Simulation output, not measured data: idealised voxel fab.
process module | voxel tone inversion
cross-section cut | 255 nm wide | cells 5 nm
A cross-section is a grid of square cells, given in bands from the top down. A band is one or more rows of cells.
Each band's line starts with the height of the band's top and of its bottom, in nm. Then come its materials from left to right, each with its width in nm. One material with "throughout" fills the band from edge to edge. "air" is empty space.
Height 0 is the level under which the wafer as received is all one material. The lowest band goes on downwards, as in "0 down".
A width such as "30 to 40" changes by the same amount from each row of cells to the next, from the band's top row to its bottom row.
"no change" after a step means that no cell of the cross-section changed.
closed voids: empty space of 8 cells or more with no open way to the top, each as width x height at its distance from the left edge, in nm
after a step's settings: what the simulator itself notes on the step
overlay nm, on a step with a mask: how far to the right of its planned place the mask lay; to the left if negative
plan
1 op RECEIVE | material Si
2 op CONFORMAL_DEP | material SiN | thk nm 10
3 op DIRECTIONAL_DEP | material polySi | thk nm 25
4 op PATTERN | tone cover | mask id POSTS | material resist | width nm 25 | pitch nm 40 | thk nm 30 | overlay nm 0
5 op DIRECTIONAL_ETCH | etch materials polySi | depth nm 25
6 op STRIP | etch materials resist
7 op FILL_DEP | material lowk | thk nm 5
8 op CMP | height nm 35
9 op STRIP | etch materials polySi
10 op CONFORMAL_DEP | material TiN | thk nm 5
11 op FILL_DEP | material Cu | thk nm 10
12 op CMP | height nm 35
13 op CONFORMAL_DEP | material SiCN | thk nm 5
as received, after step 1
  0 down: Si throughout
  closed voids: none
a wafer at the end: this start, this plan, one mistake
  40 to 35: SiCN throughout
  35 to 25: SiN throughout
  25 to 0: polySi throughout
  0 down: Si throughout
  closed voids: none
what went wrong: steps 2 and 3 were swapped
